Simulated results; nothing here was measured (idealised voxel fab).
process module | voxel fin reveal
cross-section cut | 245 nm wide | cells 5 nm
A cross-section is a grid of square cells, given in bands from the top down. A band is one or more rows of cells.
Each band's line starts with the height of the band's top and of its bottom, in nm. Then come its materials from left to right, each with its width in nm. One material with "throughout" fills the band from edge to edge. "air" is empty space.
Height 0 is the level under which the wafer as received is all one material. The lowest band goes on downwards, as in "0 down".
A width such as "30 to 40" changes by the same amount from each row of cells to the next, from the band's top row to its bottom row.
"no change" after a step means that no cell of the cross-section changed.
closed voids: empty space of 8 cells or more with no open way to the top, each as width x height at its distance from the left edge, in nm
after a step's settings: what the simulator itself notes on the step
overlay nm, on a step with a mask: how far to the right of its planned place the mask lay; to the left if negative
plan
1 op RECEIVE | material Si
2 op CONFORMAL_DEP | material SiN | thk nm 10
3 op MASKED_ETCH | tone cover | mask id FINS | width nm 15 | pitch nm 40 | etch materials SiN | depth nm 10 | overlay nm 0
4 op MASKED_ETCH | tone cover | mask id FINS | width nm 15 | pitch nm 40 | etch materials Si | depth nm 35 | overlay nm 0
5 op OXIDIZE | depth nm 5
6 op FILL_DEP | material SiO2 | thk nm 15
7 op CMP | height nm 10
8 op SELECTIVE_ETCH | etch materials SiO2 | depth nm 30
9 op STRIP | etch materials SiN
first wafer, as planned
as received, after step 1
  0 down: Si throughout
  closed voids: none
after step 2
  10 to 0: SiN throughout
  below 0: unchanged
after step 3
  10 to 0: air 95 | SiN 15 | air 25 | SiN 15 | air 95
  below 0: unchanged
after step 4
  10 to 0: air 95 | SiN 15 | air 25 | SiN 15 | air 95
  0 to -35: air 95 | Si 15 | air 25 | Si 15 | air 95
  below -35: unchanged
after step 5
  10 to 0: air 95 | SiN 15 | air 25 | SiN 15 | air 95
  0 to -35: air 95 | SiO2 5 | Si 5 | SiO2 5 | air 25 | SiO2 5 | Si 5 | SiO2 5 | air 95
  -35 to -40: SiO2 100 | Si 5 | SiO2 35 | Si 5 | SiO2 100
  below -40: unchanged
after step 6
  25 to 10: SiO2 throughout
  10 to 0: SiO2 95 | SiN 15 | SiO2 25 | SiN 15 | SiO2 95
  0 to -40: SiO2 100 | Si 5 | SiO2 35 | Si 5 | SiO2 100
  below -40: unchanged
after step 7
  10 to 0: SiO2 95 | SiN 15 | SiO2 25 | SiN 15 | SiO2 95
  below 0: unchanged
after step 8
  10 to 0: air 95 | SiN 15 | air 25 | SiN 15 | air 95
  0 to -20: air 100 | Si 5 | air 35 | Si 5 | air 100
  below -20: unchanged
after step 9
  0 to -20: air 100 | Si 5 | air 35 | Si 5 | air 100
  below -20: unchanged
second wafer: like start, like plan, one mistake. Through step 7 it matches the first wafer
when step 8 should have ended
  10 to 0: air 95 | SiN 15 | air 25 | SiN 15 | air 95
  0 to -40: air 100 | Si 5 | air 35 | Si 5 | air 100
  below -40: unchanged
when step 9 should have ended
  0 to -40: air 100 | Si 5 | air 35 | Si 5 | air 100
  below -40: unchanged
what went wrong: step 8 was run twice
at the end the second wafer has, in cells: 188 fewer of SiO2
